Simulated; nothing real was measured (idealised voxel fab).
The document below concerns the process module designated voxel transistor to metal.
For reference, the cross-section in this document is cut, with width 180 nm and square cells of 5 nm.
We lay out every cross-section as a grid of square cells and spell it out in bands from the top down, where one band means one or more rows of cells. Look at the band entry: it leads with the top's height and the bottom's height in nm. Then it lists the materials left to right, with a width in nm for each. The word "throughout" on a single material says that material fills the band edge to edge. The word "empty" is empty space. Heights are measured from 0, the level below which the as-received wafer is all one material; the lowest band has no bottom and continues downward, written as in "top 0, no bottom". A width such as "30..40" changes by the same amount from each row of cells to the next, from the band's top row to its bottom row. Take "everything unchanged" at face value: in the step it is given for, the cross-section changed in none of its cells. Entry "Entrapped voids". Content: empty spaces with no open connection to the top, size 8 cells or greater. Each: width x height at distance. Distance: from left edge. Unit: nm. Whatever follows a step's settings on its line is a remark the simulator itself makes about that step. Steps that use a mask can have "overlay nm" on their line. It says how far the mask sat to the right of where it was meant to be. Negative means to the left. Note on reading: below, each pair holds a cross-section from before one process step and one from after it; the one from after shows only down to the lowest band that changed. Beneath the pair, the step in between is stated along with its settings. The pairs can stem from different runs of this module on the same starting wafer. Where a pair's entry headed "Pre-step geometry" says so, and only there, that pair continues from the pair above it.
-- Pre-step geometry
	top 0, no bottom: Si throughout
	Entrapped voids: none
-- Cross-Section Thereafter
	top 0, bottom -5: SiO2 throughout
	Heights below -5 show no change.
	Entrapped voids: none
Going from the before section above to the after section, the step was OXIDIZE,depth nm 5
Pre-step geometry: just use the after drawing of the pair above as your starting point.
-- Cross-Section Thereafter
	top 15, bottom 0: SiN throughout
	Heights below 0 show no change.
	Entrapped voids: none
Going from the before section above to the after section, the step was CONFORMAL_DEP,material SiN,thk nm 15
Pre-step geometry: just use the after drawing of the pair above as your starting point.
-- Cross-Section Thereafter
	top 30, bottom 15: aC throughout
	Heights below 15 show no change.
	Entrapped voids: none
Going from the before section above to the after section, the step was DIRECTIONAL_DEP,material aC,thk nm 15
Pre-step geometry: just use the after drawing of the pair above as your starting point.
-- Cross-Section Thereafter
	top 65, bottom 30: empty: 40, then resist: 95, then empty: 45
	Heights below 30 show no change.
	Entrapped voids: none
Going from the before section above to the after section, the step was PATTERN,tone cover,mask id ACTIVE,material resist,width nm 95,thk nm 35,overlay nm 0
Pre-step geometry: just use the after drawing of the pair above as your starting point.
-- Cross-Section Thereafter
	top 50, bottom 30: empty: 40, then resist: 95, then empty: 45
	top 30, bottom 15: empty: 40, then aC: 95, then empty: 45
	Heights below 15 show no change.
	Entrapped voids: none
Going from the before section above to the after section, the step was DIRECTIONAL_ETCH,etch materials aC,depth nm 15
Pre-step geometry: just use the after drawing of the pair above as your starting point.
-- Cross-Section Thereafter
	top 30, bottom 15: empty: 40, then aC: 95, then empty: 45
	Heights below 15 show no change.
	Entrapped voids: none
Going from the before section above to the after section, the step was STRIP,etch materials resist
Pre-step geometry: just use the after drawing of the pair above as your starting point.
-- Cross-Section Thereafter
	top 30, bottom 15: empty: 40, then aC: 95, then empty: 45
	top 15, bottom 0: empty: 40, then SiN: 95, then empty: 45
	Heights below 0 show no change.
	Entrapped voids: none
Going from the before section above to the after section, the step was DIRECTIONAL_ETCH,etch materials SiN,depth nm 15
Pre-step geometry: just use the after drawing of the pair above as your starting point.
-- Cross-Section Thereafter
	top 30, bottom 15: empty: 40, then aC: 95, then empty: 45
	top 15, bottom 0: empty: 40, then SiN: 95, then empty: 45
	top 0, bottom -5: empty: 40, then SiO2: 95, then empty: 45
	Heights below -5 show no change.
	Entrapped voids: none
Going from the before section above to the after section, the step was DIRECTIONAL_ETCH,etch materials SiO2,depth nm 5
Pre-step geometry: just use the after drawing of the pair above as your starting point.
-- Cross-Section Thereafter
	top 30, bottom 15: empty: 40, then aC: 95, then empty: 45
	top 15, bottom 0: empty: 40, then SiN: 95, then empty: 45
	top 0, bottom -5: empty: 40, then SiO2: 95, then empty: 45
	top -5, bottom -25: empty: 40, then Si: 95, then empty: 45
	Heights below -25 show no change.
	Entrapped voids: none
Going from the before section above to the after section, the step was DIRECTIONAL_ETCH,etch materials Si,depth nm 20
Pre-step geometry: just use the after drawing of the pair above as your starting point.
-- Cross-Section Thereafter
	top 15, bottom 0: empty: 40, then SiN: 95, then empty: 45
	Heights below 0 show no change.
	Entrapped voids: none
Going from the before section above to the after section, the step was STRIP,etch materials aC
Pre-step geometry: just use the after drawing of the pair above as your starting point.
-- Cross-Section Thereafter
	top 15, bottom 0: empty: 40, then SiN: 95, then empty: 45
	top 0, bottom -5: empty: 40, then SiO2: 95, then empty: 45
	top -5, bottom -25: empty: 40, then SiO2: 5, then Si: 85, then SiO2: 5, then empty: 45
	top -25, bottom -30: SiO2: 45, then Si: 85, then SiO2: 50
	Heights below -30 show no change.
	Entrapped voids: none
Going from the before section above to the after section, the step was OXIDIZE,depth nm 5
Pre-step geometry: just use the after drawing of the pair above as your starting point.
-- Cross-Section Thereafter
	top 30, bottom 15: SiO2 throughout
	top 15, bottom 0: SiO2: 40, then SiN: 95, then SiO2: 45
	top 0, bottom -5: SiO2 throughout
	top -5, bottom -30: SiO2: 45, then Si: 85, then SiO2: 50
	Heights below -30 show no change.
	Entrapped voids: none
Going from the before section above to the after section, the step was FILL_DEP,material SiO2,thk nm 15
Pre-step geometry: just use the after drawing of the pair above as your starting point.
-- Cross-Section Thereafter
	top 15, bottom 0: SiO2: 40, then SiN: 95, then SiO2: 45
	Heights below 0 show no change.
	Entrapped voids: none
Going from the before section above to the after section, the step was CMP,height nm 15
Pre-step geometry: just use the after drawing of the pair above as your starting point.
-- Cross-Section Thereafter
	top 15, bottom 10: empty: 40, then SiN: 95, then empty: 45
	Heights below 10 show no change.
	Entrapped voids: none
Going from the before section above to the after section, the step was SELECTIVE_ETCH,etch materials SiO2,depth nm 5
Pre-step geometry: just use the after drawing of the pair above as your starting point.
-- Cross-Section Thereafter
	top 10, bottom 0: SiO2: 40, then empty: 95, then SiO2: 45
	Heights below 0 show no change.
	Entrapped voids: none
Going from the before section above to the after section, the step was STRIP,etch materials SiN
Pre-step geometry: just use the after drawing of the pair above as your starting point.
-- Cross-Section Thereafter
	top 5, bottom -5: SiO2: 35, then empty: 105, then SiO2: 40
	Heights below -5 show no change.
	Entrapped voids: none
Going from the before section above to the after section, the step was SELECTIVE_ETCH,etch materials SiO2,depth nm 5
Pre-step geometry: just use the after drawing of the pair above as your starting point.
-- Cross-Section Thereafter
	top 5, bottom -5: SiO2: 35, then empty: 105, then SiO2: 40
	top -5, bottom -10: SiO2 throughout
	Heights below -10 show no change.
	Entrapped voids: none
Going from the before section above to the after section, the step was OXIDIZE,depth nm 5
Pre-step geometry: just use the after drawing of the pair above as your starting point.
-- Cross-Section Thereafter
	top 25, bottom 15: polySi: 35, then empty: 105, then polySi: 40
	top 15, bottom 5: polySi throughout
	top 5, bottom -5: SiO2: 35, then polySi: 105, then SiO2: 40
	Heights below -5 show no change.
	Entrapped voids: none
Going from the before section above to the after section, the step was DIRECTIONAL_DEP,material polySi,thk nm 20
Pre-step geometry: just use the after drawing of the pair above as your starting point.
-- Cross-Section Thereafter
	top 40, bottom 30: SiCN: 35, then empty: 105, then SiCN: 40
	top 30, bottom 25: SiCN throughout
	top 25, bottom 15: polySi: 35, then SiCN: 105, then polySi: 40
	Heights below 15 show no change.
	Entrapped voids: none
Going from the before section above to the after section, the step was DIRECTIONAL_DEP,material SiCN,thk nm 15
Pre-step geometry: just use the after drawing of the pair above as your starting point.
-- Cross-Section Thereafter
	top 50, bottom 40: aC: 35, then empty: 105, then aC: 40
	top 40, bottom 30: SiCN: 35, then aC: 105, then SiCN: 40
	Heights below 30 show no change.
	Entrapped voids: none
Going from the before section above to the after section, the step was DIRECTIONAL_DEP,material aC,thk nm 10
Pre-step geometry: just use the after drawing of the pair above as your starting point.
-- Cross-Section Thereafter
	top 80, bottom 50: empty: 80, then resist: 15, then empty: 85
	top 50, bottom 40: aC: 35, then empty: 45, then resist: 15, then empty: 45, then aC: 40
	Heights below 40 show no change.
	Entrapped voids: none
Going from the before section above to the after section, the step was PATTERN,tone cover,mask id GATE,material resist,width nm 15,thk nm 30,overlay nm 0
Pre-step geometry: just use the after drawing of the pair above as your starting point.
-- Cross-Section Thereafter
	top 70, bottom 40: empty: 80, then resist: 15, then empty: 85
	top 40, bottom 30: SiCN: 35, then empty: 45, then aC: 15, then empty: 45, then SiCN: 40
	Heights below 30 show no change.
	Entrapped voids: none
Going from the before section above to the after section, the step was DIRECTIONAL_ETCH,etch materials aC,depth nm 10
Pre-step geometry: just use the after drawing of the pair above as your starting point.
-- Cross-Section Thereafter
	top 40, bottom 30: SiCN: 35, then empty: 45, then aC: 15, then empty: 45, then SiCN: 40
	Heights below 30 show no change.
	Entrapped voids: none
Going from the before section above to the after section, the step was STRIP,etch materials resist
Pre-step geometry: just use the after drawing of the pair above as your starting point.
-- Cross-Section Thereafter
	top 40, bottom 30: empty: 80, then aC: 15, then empty: 85
	top 30, bottom 25: empty: 80, then SiCN: 15, then empty: 85
	top 25, bottom 15: polySi: 35, then empty: 45, then SiCN: 15, then empty: 45, then polySi: 40
	Heights below 15 show no change.
	Entrapped voids: none
Going from the before section above to the after section, the step was DIRECTIONAL_ETCH,etch materials SiCN,depth nm 25
Pre-step geometry: just use the after drawing of the pair above as your starting point.
-- Cross-Section Thereafter
	top 40, bottom 30: empty: 80, then aC: 15, then empty: 85
	top 30, bottom 15: empty: 80, then SiCN: 15, then empty: 85
	top 15, bottom 5: empty: 80, then polySi: 15, then empty: 85
	top 5, bottom -5: SiO2: 35, then empty: 45, then polySi: 15, then empty: 45, then SiO2: 40
	Heights below -5 show no change.
	Entrapped voids: none
Going from the before section above to the after section, the step was DIRECTIONAL_ETCH,etch materials polySi,depth nm 30
Pre-step geometry: just use the after drawing of the pair above as your starting point.
-- Cross-Section Thereafter
	top 30, bottom 15: empty: 80, then SiCN: 15, then empty: 85
	Heights below 15 show no change.
	Entrapped voids: none
Going from the before section above to the after section, the step was STRIP,etch materials aC
Pre-step geometry: just use the after drawing of the pair above as your starting point.
-- Cross-Section Thereafter
	top 35, bottom 30: empty: 75, then SiO2: 25, then empty: 80
	top 30, bottom 15: empty: 75, then SiO2: 5, then SiCN: 15, then SiO2: 5, then empty: 80
	top 15, bottom 10: empty: 75, then SiO2: 5, then polySi: 15, then SiO2: 5, then empty: 80
	top 10, bottom 0: SiO2: 40, then empty: 35, then SiO2: 5, then polySi: 15, then SiO2: 5, then empty: 35, then SiO2: 45
	top 0, bottom -5: SiO2: 80, then polySi: 15, then SiO2: 85
	Heights below -5 show no change.
	Entrapped voids: none
Going from the before section above to the after section, the step was CONFORMAL_DEP,material SiO2,thk nm 5
Pre-step geometry: just use the after drawing of the pair above as your starting point.
-- Cross-Section Thereafter
	top 30, bottom 15: empty: 75, then SiO2: 5, then SiCN: 15, then SiO2: 5, then empty: 80
	top 15, bottom 5: empty: 75, then SiO2: 5, then polySi: 15, then SiO2: 5, then empty: 80
	top 5, bottom -5: SiO2: 40, then empty: 35, then SiO2: 5, then polySi: 15, then SiO2: 5, then empty: 35, then SiO2: 45
	Heights below -5 show no change.
	Entrapped voids: none
Going from the before section above to the after section, the step was DIRECTIONAL_ETCH,etch materials SiO2,depth nm 5
Pre-step geometry: just use the after drawing of the pair above as your starting point.
-- Cross-Section Thereafter
	top 35, bottom 30: empty: 70, then SiN: 35, then empty: 75
	top 30, bottom 15: empty: 70, then SiN: 5, then SiO2: 5, then SiCN: 15, then SiO2: 5, then SiN: 5, then empty: 75
	top 15, bottom 10: empty: 70, then SiN: 5, then SiO2: 5, then polySi: 15, then SiO2: 5, then SiN: 5, then empty: 75
	top 10, bottom 5: SiN: 45, then empty: 25, then SiN: 5, then SiO2: 5, then polySi: 15, then SiO2: 5, then SiN: 5, then empty: 25, then SiN: 50
	top 5, bottom 0: SiO2: 40, then SiN: 5, then empty: 25, then SiN: 5, then SiO2: 5, then polySi: 15, then SiO2: 5, then SiN: 5, then empty: 25, then SiN: 5, then SiO2: 45
	top 0, bottom -5: SiO2: 40, then SiN: 35, then SiO2: 5, then polySi: 15, then SiO2: 5, then SiN: 35, then SiO2: 45
	Heights below -5 show no change.
	Entrapped voids: none
Going from the before section above to the after section, the step was CONFORMAL_DEP,material SiN,thk nm 5
Pre-step geometry: just use the after drawing of the pair above as your starting point.
-- Cross-Section Thereafter
	top 30, bottom 15: empty: 70, then SiN: 5, then SiO2: 5, then SiCN: 15, then SiO2: 5, then SiN: 5, then empty: 75
	top 15, bottom 5: empty: 70, then SiN: 5, then SiO2: 5, then polySi: 15, then SiO2: 5, then SiN: 5, then empty: 75
	top 5, bottom -5: SiO2: 40, then SiN: 5, then empty: 25, then SiN: 5, then SiO2: 5, then polySi: 15, then SiO2: 5, then SiN: 5, then empty: 25, then SiN: 5, then SiO2: 45
	Heights below -5 show no change.
	Entrapped voids: none
Going from the before section above to the after section, the step was DIRECTIONAL_ETCH,etch materials SiN,depth nm 5
Pre-step geometry: just use the after drawing of the pair above as your starting point.
-- Cross-Section Thereafter
	top 30, bottom 25: empty: 70, then SiN: 5, then empty: 5, then SiCN: 15, then empty: 5, then SiN: 5, then empty: 75
	top 25, bottom 15: empty: 70, then SiN: 5, then SiO2: 5, then SiCN: 15, then SiO2: 5, then SiN: 5, then empty: 75
	top 15, bottom 5: empty: 70, then SiN: 5, then SiO2: 5, then polySi: 15, then SiO2: 5, then SiN: 5, then empty: 75
	top 5, bottom 0: empty: 40, then SiN: 5, then empty: 25, then SiN: 5, then SiO2: 5, then polySi: 15, then SiO2: 5, then SiN: 5, then empty: 25, then SiN: 5, then empty: 45
	top 0, bottom -5: SiO2: 40, then SiN: 5, then empty: 25, then SiN: 5, then SiO2: 5, then polySi: 15, then SiO2: 5, then SiN: 5, then empty: 25, then SiN: 5, then SiO2: 45
	top -5, bottom -10: SiO2: 45, then empty: 25, then SiO2: 35, then empty: 25, then SiO2: 50
	Heights below -10 show no change.
	Entrapped voids: none
Going from the before section above to the after section, the step was DIRECTIONAL_ETCH,etch materials SiO2,depth nm 5
Pre-step geometry: just use the after drawing of the pair above as your starting point.
-- Cross-Section Thereafter
	top 30, bottom 25: empty: 70, then SiN: 5, then empty: 5, then SiCN: 15, then empty: 5, then SiN: 5, then empty: 75
	top 25, bottom 15: empty: 70, then SiN: 5, then SiO2: 5, then SiCN: 15, then SiO2: 5, then SiN: 5, then empty: 75
	top 15, bottom 5: empty: 70, then SiN: 5, then SiO2: 5, then polySi: 15, then SiO2: 5, then SiN: 5, then empty: 75
	top 5, bottom 0: empty: 40, then SiN: 5, then empty: 25, then SiN: 5, then SiO2: 5, then polySi: 15, then SiO2: 5, then SiN: 5, then empty: 25, then SiN: 5, then empty: 45
	top 0, bottom -5: SiO2: 40, then SiN: 5, then empty: 25, then SiN: 5, then SiO2: 5, then polySi: 15, then SiO2: 5, then SiN: 5, then empty: 25, then SiN: 5, then SiO2: 45
	top -5, bottom -10: SiO2: 45, then empty: 25, then SiO2: 35, then empty: 25, then SiO2: 50
	top -10, bottom -20: SiO2: 45, then empty: 25, then Si: 35, then empty: 25, then SiO2: 50
	Heights below -20 show no change.
	Entrapped voids: none
Going from the before section above to the after section, the step was DIRECTIONAL_ETCH,etch materials Si,depth nm 10
Pre-step geometry: just use the after drawing of the pair above as your starting point.
-- Cross-Section Thereafter
	top 30, bottom 25: empty: 70, then SiN: 5, then empty: 5, then SiCN: 15, then empty: 5, then SiN: 5, then empty: 75
	top 25, bottom 15: empty: 70, then SiN: 5, then SiO2: 5, then SiCN: 15, then SiO2: 5, then SiN: 5, then empty: 75
	top 15, bottom 5: empty: 70, then SiN: 5, then SiO2: 5, then polySi: 15, then SiO2: 5, then SiN: 5, then empty: 75
	top 5, bottom 0: empty: 40, then SiN: 5, then empty: 25, then SiN: 5, then SiO2: 5, then polySi: 15, then SiO2: 5, then SiN: 5, then empty: 25, then SiN: 5, then empty: 45
	top 0, bottom -5: SiO2: 40, then SiN: 5, then empty: 15, then SiGe: 10, then SiN: 5, then SiO2: 5, then polySi: 15, then SiO2: 5, then SiN: 5, then SiGe: 10, then empty: 15, then SiN: 5, then SiO2: 45
	top -5, bottom -10: SiO2: 45, then empty: 15, then SiGe: 10, then SiO2: 35, then SiGe: 10, then empty: 15, then SiO2: 50
	top -10, bottom -20: SiO2: 45, then SiGe: 25, then Si: 35, then SiGe: 25, then SiO2: 50
	Heights below -20 show no change.
	Entrapped voids: none
Going from the before section above to the after section, the step was EPI,material SiGe,thk nm 10
Pre-step geometry: just use the after drawing of the pair above as your starting point.
-- Cross-Section Thereafter
	top 40, bottom 30: SiO2 throughout
	top 30, bottom 15: SiO2: 70, then SiN: 5, then SiO2: 5, then SiCN: 15, then SiO2: 5, then SiN: 5, then SiO2: 75
	top 15, bottom 5: SiO2: 70, then SiN: 5, then SiO2: 5, then polySi: 15, then SiO2: 5, then SiN: 5, then SiO2: 75
	top 5, bottom 0: SiO2: 40, then SiN: 5, then SiO2: 25, then SiN: 5, then SiO2: 5, then polySi: 15, then SiO2: 5, then SiN: 5, then SiO2: 25, then SiN: 5, then SiO2: 45
	top 0, bottom -5: SiO2: 40, then SiN: 5, then SiO2: 15, then SiGe: 10, then SiN: 5, then SiO2: 5, then polySi: 15, then SiO2: 5, then SiN: 5, then SiGe: 10, then SiO2: 15, then SiN: 5, then SiO2: 45
	top -5, bottom -10: SiO2: 60, then SiGe: 10, then SiO2: 35, then SiGe: 10, then SiO2: 65
	Heights below -10 show no change.
	Entrapped voids: none
Going from the before section above to the after section, the step was FILL_DEP,material SiO2,thk nm 10
Pre-step geometry: just use the after drawing of the pair above as your starting point.
-- Cross-Section Thereafter
	top 30, bottom 15: SiO2: 70, then SiN: 5, then SiO2: 5, then SiCN: 15, then SiO2: 5, then SiN: 5, then SiO2: 75
	Heights below 15 show no change.
	Entrapped voids: none
Going from the before section above to the after section, the step was CMP,height nm 30
Pre-step geometry: just use the after drawing of the pair above as your starting point.
-- Cross-Section Thereafter
	top 40, bottom 30: SiO2 throughout
	Heights below 30 show no change.
	Entrapped voids: none
Going from the before section above to the after section, the step was DIRECTIONAL_DEP,material SiO2,thk nm 10
Pre-step geometry: just use the after drawing of the pair above as your starting point.
-- Cross-Section Thereafter
	top 50, bottom 40: aC throughout
	Heights below 40 show no change.
	Entrapped voids: none
Going from the before section above to the after section, the step was DIRECTIONAL_DEP,material aC,thk nm 10
Pre-step geometry: just use the after drawing of the pair above as your starting point.
-- Cross-Section Thereafter
	top 75, bottom 50: resist: 45, then empty: 30, then resist: 25, then empty: 30, then resist: 50
	Heights below 50 show no change.
	Entrapped voids: none
Going from the before section above to the after section, the step was PATTERN,tone open,mask id CONTACT,material resist,width nm 30,pitch nm 55,thk nm 25,overlay nm 0
Pre-step geometry: just use the after drawing of the pair above as your starting point.
-- Cross-Section Thereafter
	top 65, bottom 50: resist: 45, then empty: 30, then resist: 25, then empty: 30, then resist: 50
	top 50, bottom 40: aC: 45, then empty: 30, then aC: 25, then empty: 30, then aC: 50
	Heights below 40 show no change.
	Entrapped voids: none
Going from the before section above to the after section, the step was DIRECTIONAL_ETCH,etch materials aC,depth nm 10
Pre-step geometry: just use the after drawing of the pair above as your starting point.
-- Cross-Section Thereafter
	top 50, bottom 40: aC: 45, then empty: 30, then aC: 25, then empty: 30, then aC: 50
	Heights below 40 show no change.
	Entrapped voids: none
Going from the before section above to the after section, the step was STRIP,etch materials resist
Pre-step geometry: just use the after drawing of the pair above as your starting point.
-- Cross-Section Thereafter
	top 50, bottom 40: aC: 45, then empty: 30, then aC: 25, then empty: 30, then aC: 50
	top 40, bottom 30: SiO2: 45, then empty: 30, then SiO2: 25, then empty: 30, then SiO2: 50
	top 30, bottom 15: SiO2: 45, then empty: 25, then SiN: 5, then SiO2: 5, then SiCN: 15, then SiO2: 5, then SiN: 5, then empty: 25, then SiO2: 50
	top 15, bottom 5: SiO2: 45, then empty: 25, then SiN: 5, then SiO2: 5, then polySi: 15, then SiO2: 5, then SiN: 5, then empty: 25, then SiO2: 50
	top 5, bottom 0: SiO2: 40, then SiN: 5, then empty: 25, then SiN: 5, then SiO2: 5, then polySi: 15, then SiO2: 5, then SiN: 5, then empty: 25, then SiN: 5, then SiO2: 45
	top 0, bottom -5: SiO2: 40, then SiN: 5, then empty: 15, then SiGe: 10, then SiN: 5, then SiO2: 5, then polySi: 15, then SiO2: 5, then SiN: 5, then SiGe: 10, then empty: 15, then SiN: 5, then SiO2: 45
	top -5, bottom -10: SiO2: 45, then empty: 15, then SiGe: 10, then SiO2: 35, then SiGe: 10, then empty: 15, then SiO2: 50
	Heights below -10 show no change.
	Entrapped voids: none
Going from the before section above to the after section, the step was DIRECTIONAL_ETCH,etch materials SiO2,depth nm 50
Pre-step geometry: just use the after drawing of the pair above as your starting point.
-- Cross-Section Thereafter
	top 40, bottom 30: SiO2: 45, then empty: 30, then SiO2: 25, then empty: 30, then SiO2: 50
	Heights below 30 show no change.
	Entrapped voids: none
Going from the before section above to the after section, the step was STRIP,etch materials aC
Pre-step geometry: just use the after drawing of the pair above as your starting point.
-- Cross-Section Thereafter
	top 45, bottom 40: TiN: 50, then empty: 20, then TiN: 35, then empty: 20, then TiN: 55
	top 40, bottom 30: SiO2: 45, then TiN: 5, then empty: 20..15, then TiN: 5..10, then SiO2: 25, then TiN: 5..10, then empty: 20..15, then TiN: 5, then SiO2: 50
	top 30, bottom 15: SiO2: 45, then TiN: 5, then empty: 15, then TiN: 5, then SiN: 5, then SiO2: 5, then SiCN: 15, then SiO2: 5, then SiN: 5, then TiN: 5, then empty: 15, then TiN: 5, then SiO2: 50
	top 15, bottom 5: SiO2: 45, then TiN: 5, then empty: 15, then TiN: 5, then SiN: 5, then SiO2: 5, then polySi: 15, then SiO2: 5, then SiN: 5, then TiN: 5, then empty: 15, then TiN: 5, then SiO2: 50
	top 5, bottom 0: SiO2: 40, then SiN: 5, then TiN: 5, then empty: 5, then TiN: 15, then SiN: 5, then SiO2: 5, then polySi: 15, then SiO2: 5, then SiN: 5, then TiN: 15, then empty: 5, then TiN: 5, then SiN: 5, then SiO2: 45
	top 0, bottom -5: SiO2: 40, then SiN: 5, then TiN: 5, then empty: 5, then TiN: 5, then SiGe: 10, then SiN: 5, then SiO2: 5, then polySi: 15, then SiO2: 5, then SiN: 5, then SiGe: 10, then TiN: 5, then empty: 5, then TiN: 5, then SiN: 5, then SiO2: 45
	top -5, bottom -10: SiO2: 45, then TiN: 15, then SiGe: 10, then SiO2: 35, then SiGe: 10, then TiN: 15, then SiO2: 50
	Heights below -10 show no change.
	Entrapped voids: none
Going from the before section above to the after section, the step was CONFORMAL_DEP,material TiN,thk nm 5
Pre-step geometry: just use the after drawing of the pair above as your starting point.
-- Cross-Section Thereafter
	top 55, bottom 45: Ru throughout
	top 45, bottom 40: TiN: 50, then Ru: 20, then TiN: 35, then Ru: 20, then TiN: 55
	top 40, bottom 30: SiO2: 45, then TiN: 5, then Ru: 20..15, then TiN: 5..10, then SiO2: 25, then TiN: 5..10, then Ru: 20..15, then TiN: 5, then SiO2: 50
	top 30, bottom 15: SiO2: 45, then TiN: 5, then Ru: 15, then TiN: 5, then SiN: 5, then SiO2: 5, then SiCN: 15, then SiO2: 5, then SiN: 5, then TiN: 5, then Ru: 15, then TiN: 5, then SiO2: 50
	top 15, bottom 5: SiO2: 45, then TiN: 5, then Ru: 15, then TiN: 5, then SiN: 5, then SiO2: 5, then polySi: 15, then SiO2: 5, then SiN: 5, then TiN: 5, then Ru: 15, then TiN: 5, then SiO2: 50
	top 5, bottom 0: SiO2: 40, then SiN: 5, then TiN: 5, then Ru: 5, then TiN: 15, then SiN: 5, then SiO2: 5, then polySi: 15, then SiO2: 5, then SiN: 5, then TiN: 15, then Ru: 5, then TiN: 5, then SiN: 5, then SiO2: 45
	top 0, bottom -5: SiO2: 40, then SiN: 5, then TiN: 5, then Ru: 5, then TiN: 5, then SiGe: 10, then SiN: 5, then SiO2: 5, then polySi: 15, then SiO2: 5, then SiN: 5, then SiGe: 10, then TiN: 5, then Ru: 5, then TiN: 5, then SiN: 5, then SiO2: 45
	Heights below -5 show no change.
	Entrapped voids: none
Going from the before section above to the after section, the step was FILL_DEP,material Ru,thk nm 10
Pre-step geometry: just use the after drawing of the pair above as your starting point.
-- Cross-Section Thereafter
	top 40, bottom 30: SiO2: 45, then TiN: 5, then Ru: 20..15, then TiN: 5..10, then SiO2: 25, then TiN: 5..10, then Ru: 20..15, then TiN: 5, then SiO2: 50
	Heights below 30 show no change.
	Entrapped voids: none
Going from the before section above to the after section, the step was CMP,height nm 40
Pre-step geometry: just use the after drawing of the pair above as your starting point.
-- Cross-Section Thereafter
	top 45, bottom 40: SiN throughout
	Heights below 40 show no change.
	Entrapped voids: none
Going from the before section above to the after section, the step was CONFORMAL_DEP,material SiN,thk nm 5
Pre-step geometry: just use the after drawing of the pair above as your starting point.
-- Cross-Section Thereafter
	top 65, bottom 45: lowk throughout
	Heights below 45 show no change.
	Entrapped voids: none
Going from the before section above to the after section, the step was DIRECTIONAL_DEP,material lowk,thk nm 20
Pre-step geometry: just use the after drawing of the pair above as your starting point.
-- Cross-Section Thereafter
	top 85, bottom 65: resist: 45, then empty: 15, then resist: 55, then empty: 15, then resist: 50
	Heights below 65 show no change.
	Entrapped voids: none
Going from the before section above to the after section, the step was PATTERN,tone open,mask id METAL_1,material resist,width nm 15,pitch nm 70,thk nm 20,overlay nm 0
Pre-step geometry: just use the after drawing of the pair above as your starting point.
-- Cross-Section Thereafter
	top 85, bottom 65: resist: 45, then empty: 15, then resist: 55, then empty: 15, then resist: 50
	top 65, bottom 45: lowk: 45, then empty: 15, then lowk: 55, then empty: 15, then lowk: 50
	Heights below 45 show no change.
	Entrapped voids: none
Going from the before section above to the after section, the step was DIRECTIONAL_ETCH,etch materials lowk,depth nm 20
Pre-step geometry: just use the after drawing of the pair above as your starting point.
-- Cross-Section Thereafter
	top 85, bottom 65: resist: 45, then empty: 15, then resist: 55, then empty: 15, then resist: 50
	top 65, bottom 45: lowk: 45, then empty: 15, then lowk: 55, then empty: 15, then lowk: 50
	top 45, bottom 40: SiN: 45, then empty: 15, then SiN: 55, then empty: 15, then SiN: 50
	Heights below 40 show no change.
	Entrapped voids: none
Going from the before section above to the after section, the step was DIRECTIONAL_ETCH,etch materials SiN,depth nm 5
Pre-step geometry: just use the after drawing of the pair above as your starting point.
-- Cross-Section Thereafter
	top 65, bottom 45: lowk: 45, then empty: 15, then lowk: 55, then empty: 15, then lowk: 50
	Heights below 45 show no change.
	Entrapped voids: none
Going from the before section above to the after section, the step was STRIP,etch materials resist
Pre-step geometry: just use the after drawing of the pair above as your starting point.
-- Cross-Section Thereafter
	top 70, bottom 65: TiN: 50, then empty: 5, then TiN: 65, then empty: 5, then TiN: 55
	top 65, bottom 45: lowk: 45, then TiN: 5, then empty: 5, then TiN: 5, then lowk: 55, then TiN: 5, then empty: 5, then TiN: 5, then lowk: 50
	top 45, bottom 40: SiN: 45, then TiN: 15, then SiN: 55, then TiN: 15, then SiN: 50
	Heights below 40 show no change.
	Entrapped voids: none
Going from the before section above to the after section, the step was CONFORMAL_DEP,material TiN,thk nm 5
Pre-step geometry: just use the after drawing of the pair above as your starting point.
-- Cross-Section Thereafter
	top 75, bottom 70: Ru throughout
	top 70, bottom 65: TiN: 50, then Ru: 5, then TiN: 65, then Ru: 5, then TiN: 55
	top 65, bottom 45: lowk: 45, then TiN: 5, then Ru: 5, then TiN: 5, then lowk: 55, then TiN: 5, then Ru: 5, then TiN: 5, then lowk: 50
	Heights below 45 show no change.
	Entrapped voids: none
Going from the before section above to the after section, the step was FILL_DEP,material Ru,thk nm 5
Pre-step geometry: just use the after drawing of the pair above as your starting point.
-- Cross-Section Thereafter
	top 65, bottom 45: lowk: 45, then TiN: 5, then Ru: 5, then TiN: 5, then lowk: 55, then TiN: 5, then Ru: 5, then TiN: 5, then lowk: 50
	Heights below 45 show no change.
	Entrapped voids: none
Going from the before section above to the after section, the step was CMP,height nm 65
Pre-step geometry: just use the after drawing of the pair above as your starting point.
-- Cross-Section Thereafter
	top 70, bottom 65: empty: 40, then Ru: 25, then empty: 45, then Ru: 25, then empty: 45
	Heights below 65 show no change.
	Entrapped voids: none
Going from the before section above to the after section, the step was EPI,material Ru,thk nm 5
Pre-step geometry: just use the after drawing of the pair above as your starting point.
-- Cross-Section Thereafter
	top 75, bottom 70: SiCN throughout
	top 70, bottom 65: SiCN: 40, then Ru: 25, then SiCN: 45, then Ru: 25, then SiCN: 45
	Heights below 65 show no change.
	Entrapped voids: none
Going from the before section above to the after section, the step was FILL_DEP,material SiCN,thk nm 5
Pre-step geometry: just use the after drawing of the pair above as your starting point.
-- Cross-Section Thereafter
	top 105, bottom 75: lowk throughout
	Heights below 75 show no change.
	Entrapped voids: none
Going from the before section above to the after section, the step was DIRECTIONAL_DEP,material lowk,thk nm 30
Pre-step geometry: just use the after drawing of the pair above as your starting point.
-- Cross-Section Thereafter
	top 120, bottom 105: aC throughout
	Heights below 105 show no change.
	Entrapped voids: none
Going from the before section above to the after section, the step was DIRECTIONAL_DEP,material aC,thk nm 15
Pre-step geometry: just use the after drawing of the pair above as your starting point.
-- Cross-Section Thereafter
	top 155, bottom 120: resist: 45, then empty: 15, then resist: 55, then empty: 15, then resist: 50
	Heights below 120 show no change.
	Entrapped voids: none
Going from the before section above to the after section, the step was PATTERN,tone open,mask id METAL_2,material resist,width nm 15,pitch nm 70,thk nm 35,overlay nm 0
Pre-step geometry: just use the after drawing of the pair above as your starting point.
-- Cross-Section Thereafter
	top 140, bottom 120: resist: 45, then empty: 15, then resist: 55, then empty: 15, then resist: 50
	top 120, bottom 105: aC: 45, then empty: 15, then aC: 55, then empty: 15, then aC: 50
	Heights below 105 show no change.
	Entrapped voids: none
Going from the before section above to the after section, the step was DIRECTIONAL_ETCH,etch materials aC,depth nm 15
Pre-step geometry: just use the after drawing of the pair above as your starting point.
-- Cross-Section Thereafter
	top 120, bottom 105: aC: 45, then empty: 15, then aC: 55, then empty: 15, then aC: 50
	Heights below 105 show no change.
	Entrapped voids: none
Going from the before section above to the after section, the step was STRIP,etch materials resist
